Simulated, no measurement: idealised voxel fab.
Process module under the name voxel gate over fins
Section cut is 255 nm wide and gridded with 5 nm square cells.
In what follows, cross-sections appear as grids of square cells, described through bands that run from the top down, where every band is one or more rows of cells. Heads up on the band format: heights come first, top then bottom, in nm. After that it's the materials left to right, each with its width in nm. A single material flagged "all across" fills the whole band edge to edge, and "blank" means there's empty space there. All heights in this document are referenced to 0, defined as the level beneath which the wafer, as received, consists entirely of one material. The lowest band is not bounded below; it extends indefinitely downward and is written in the form "0 down". Width: "30..40" (first number = top row, second number = bottom row, same change from row to row of cells). "everything unchanged" (step): cross-section cells unchanged, all of them. Listed in "Enclosed internal voids": every empty space of 8 or more cells without an open way to the top. Form: width x height at distance, the distance being from the left edge, all in nm. The remark found on a step's line after its settings is issued by the simulator itself and pertains to that step. When a step includes a mask, the "overlay nm" setting on its line states how far to the right of its planned place that mask lay, and negative values state how far to the left.

# Steps in the process plan
step 1: RECEIVE [material Si]
step 2: CONFORMAL_DEP [material SiN] [thk nm 5]
step 3: DIRECTIONAL_DEP [material aC] [thk nm 15]
step 4: PATTERN [tone cover] [mask id FINS] [material resist] [width nm 15] [pitch nm 45] [thk nm 35] [overlay nm 0]
step 5: DIRECTIONAL_ETCH [etch materials aC] [depth nm 15]
step 6: STRIP [etch materials resist]
step 7: DIRECTIONAL_ETCH [etch materials SiN] [depth nm 5]
step 8: DIRECTIONAL_ETCH [etch materials Si] [depth nm 40]
step 9: STRIP [etch materials aC]
step 10: FILL_DEP [material SiO2] [thk nm 10]
step 11: CMP [height nm 5]
step 12: SELECTIVE_ETCH [etch materials SiO2] [depth nm 15]
step 13: STRIP [etch materials SiN]
step 14: CONFORMAL_DEP [material HfO2] [thk nm 5]
step 15: CONFORMAL_DEP [material TiN] [thk nm 5]
step 16: CONFORMAL_DEP [material TiAl] [thk nm 5]
step 17: CONFORMAL_DEP [material TiN] [thk nm 5]
step 18: FILL_DEP [material W] [thk nm 10]
step 19: CMP [height nm 25]
step 20: CONFORMAL_DEP [material SiCN] [thk nm 10]

# As received (post step 1): cross-section
	0 down: Si all across
	Enclosed internal voids: none

# The plan above was carried out on the starting structure above with one mistake, and this cross-section shows the wafer at the end of the module
	35 to 25: SiCN all across
	25 to 20: TiAl all across
	20 to 15: 75 of TiAl, 100 of TiN, 80 of TiAl
	15 to 10: 75 of TiAl, 5 of TiN, 90 of TiAl, 5 of TiN, 80 of TiAl
	10 to 5: 80 of TiN, 5 of TiAl, 35 of TiN, 10 of TiAl, 35 of TiN, 5 of TiAl, 85 of TiN
	5 to 0: 85 of TiAl, 5 of TiN, 25 of HfO2, 5 of TiN, 10 of TiAl, 5 of TiN, 25 of HfO2, 5 of TiN, 90 of TiAl
	0 to -5: 90 of TiN, 5 of HfO2, 15 of Si, 5 of HfO2, 20 of TiN, 5 of HfO2, 15 of Si, 5 of HfO2, 95 of TiN
	-5 to -10: 95 of HfO2, 15 of Si, 30 of HfO2, 15 of Si, 100 of HfO2
	-10 to -40: 95 of SiO2, 15 of Si, 30 of SiO2, 15 of Si, 100 of SiO2
	-40 down: Si all across
	Enclosed internal voids: none
What broke from the plan during processing? off-plan run, step 18, actual operation and settings FILL_DEP [material TiAl] [thk nm 10]
